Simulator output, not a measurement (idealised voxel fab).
The process module presented herein is designated voxel capacitor over wiring.
We display cut, a cross-section 150 nm in width whose square cells are each 5 nm.
How to read a cross-section here: the picture is a grid of square cells, written as bands going from the top down, and any band can span one or more rows of cells.
Heads up on the band format: heights come first, top then bottom, in nm. After that it's the materials left to right, each with its width in nm. A single material flagged "throughout" fills the whole band edge to edge, and "empty" means there's empty space there.
Height is counted from the level 0, under which the received wafer is composed throughout of one material. The lowest of the bands is not closed at the bottom but continues downward, in the notation "0 and below".
So if you see something like "30->40" for the width, read it as the top row of the band sitting at the first number and the bottom row at the second, with every row in between moving by the same amount as the last.
You'll sometimes find "identical to before" written for a step, and that's the way of saying that nowhere in the cross-section did a cell change during that step.
Closed void inventory: empty space of 8 cells or more with no open way to the top, each as width x height at its distance from the left edge, in nm
Whatever follows a step's settings on its line is a remark the simulator itself makes about that step.
overlay nm: where the mask lay relative to plan, measured to the right, on steps with a mask; negatives go left.

**plan**
1) RECEIVE: material Si
2) CONFORMAL_DEP: material SiO2, thk nm 10
3) DIRECTIONAL_DEP: material TiN, thk nm 5
4) DIRECTIONAL_DEP: material W, thk nm 15
5) MASKED_ETCH: tone cover, mask id METAL_1, width nm 30, pitch nm 90, etch materials W, depth nm 15, overlay nm 0
6) MASKED_ETCH: tone cover, mask id METAL_1, width nm 30, pitch nm 90, etch materials TiN, depth nm 5, overlay nm 0
7) CONFORMAL_DEP: material SiN, thk nm 5
8) FILL_DEP: material SiO2, thk nm 5
9) CMP: height nm 30
10) CONFORMAL_DEP: material SiCN, thk nm 5
11) DIRECTIONAL_DEP: material SiO2, thk nm 10
12) MASKED_ETCH: tone open, mask id PLUG_1, width nm 15, etch materials SiO2, depth nm 10, overlay nm 0
13) MASKED_ETCH: tone open, mask id PLUG_1, width nm 15, etch materials SiCN, depth nm 5, overlay nm 0
14) EPI: material Ru, thk nm 10
15) EPI: material Ru, thk nm 5
16) DIRECTIONAL_DEP: material TiN, thk nm 5
17) DIRECTIONAL_DEP: material Al2O3, thk nm 5
18) DIRECTIONAL_DEP: material TiN, thk nm 10
19) DIRECTIONAL_DEP: material aC, thk nm 10
20) PATTERN: tone cover, mask id UPPER_PLATE, material resist, width nm 65, thk nm 30, overlay nm 0
21) DIRECTIONAL_ETCH: etch materials aC, depth nm 10
22) STRIP: etch materials resist
23) DIRECTIONAL_ETCH: etch materials TiN, depth nm 10
24) DIRECTIONAL_ETCH: etch materials Al2O3, depth nm 5
25) STRIP: etch materials aC
26) DIRECTIONAL_DEP: material aC, thk nm 10
27) PATTERN: tone cover, mask id LOWER_PLATE, material resist, width nm 75, thk nm 30, overlay nm 0
28) DIRECTIONAL_ETCH: etch materials aC, depth nm 10
29) STRIP: etch materials resist
30) DIRECTIONAL_ETCH: etch materials TiN, depth nm 5
31) STRIP: etch materials aC
32) FILL_DEP: material SiO2, thk nm 20
33) CMP: height nm 80
34) MASKED_ETCH: tone open, mask id PLUG_2, width nm 15, etch materials SiO2, depth nm 15, overlay nm 0
35) CONFORMAL_DEP: material TiN, thk nm 5
36) FILL_DEP: material W, thk nm 5
37) CMP: height nm 80
38) CONFORMAL_DEP: material SiN, thk nm 5

**Cross-section of the wafer at receipt, which is the condition after step 1**
    0 and below | Si throughout
    Closed void inventory: none

**Run as planned - first of the two wafers cross-sectioned at the end of the module**
    85 down to 80 | SiN throughout
    80 down to 70 | SiO2 (40)  TiN (5)  W (5)  TiN (5)  SiO2 (95)
    70 down to 65 | SiO2 (40)  TiN (15)  SiO2 (95)
    65 down to 55 | SiO2 (30)  TiN (65)  SiO2 (55)
    55 down to 50 | SiO2 (30)  Al2O3 (65)  SiO2 (55)
    50 down to 45 | SiO2 (25)  TiN (75)  SiO2 (50)
    45 down to 35 | SiO2 (30)  Ru (15)  SiO2 (105)
    35 down to 30 | SiCN (30)  Ru (15)  SiCN (105)
    30 down to 15 | SiO2 (10)  SiN (5)  W (30)  SiN (5)  SiO2 (50)  SiN (5)  W (30)  SiN (5)  SiO2 (10)
    15 down to 10 | SiN (15)  TiN (30)  SiN (60)  TiN (30)  SiN (15)
    10 down to 0 | SiO2 throughout
    0 and below | Si throughout
    Closed void inventory: none

**Module end: cross-section of wafer two of two. Same start and process plan as the first wafer. One mistake during execution**
    85 down to 80 | SiN throughout
    80 down to 75 | SiO2 (40)  TiN (15)  SiO2 (95)
    75 down to 65 | SiO2 (30)  TiN (25)  SiO2 (95)
    65 down to 60 | SiO2 (30)  Al2O3 (25)  TiN (40)  SiO2 (55)
    60 down to 55 | SiO2 (25)  TiN (70)  SiO2 (55)
    55 down to 50 | SiO2 (20)  Ru (35)  Al2O3 (40)  SiO2 (55)
    50 down to 45 | SiO2 (20)  Ru (35)  TiN (45)  SiO2 (50)
    45 down to 35 | SiO2 (30)  Ru (15)  SiO2 (105)
    35 down to 30 | SiCN (30)  Ru (15)  SiCN (105)
    30 down to 15 | SiO2 (10)  SiN (5)  W (30)  SiN (5)  SiO2 (50)  SiN (5)  W (30)  SiN (5)  SiO2 (10)
    15 down to 10 | SiN (15)  TiN (30)  SiN (60)  TiN (30)  SiN (15)
    10 down to 0 | SiO2 throughout
    0 and below | Si throughout
    Closed void inventory: none
what went wrong: regarding the plan, step 14 was run twice
Heads up, by the end the second wafer has more or fewer cells of some materials compared to the first: Ru +14 | SiO2 -8 | TiN -4 | W -2
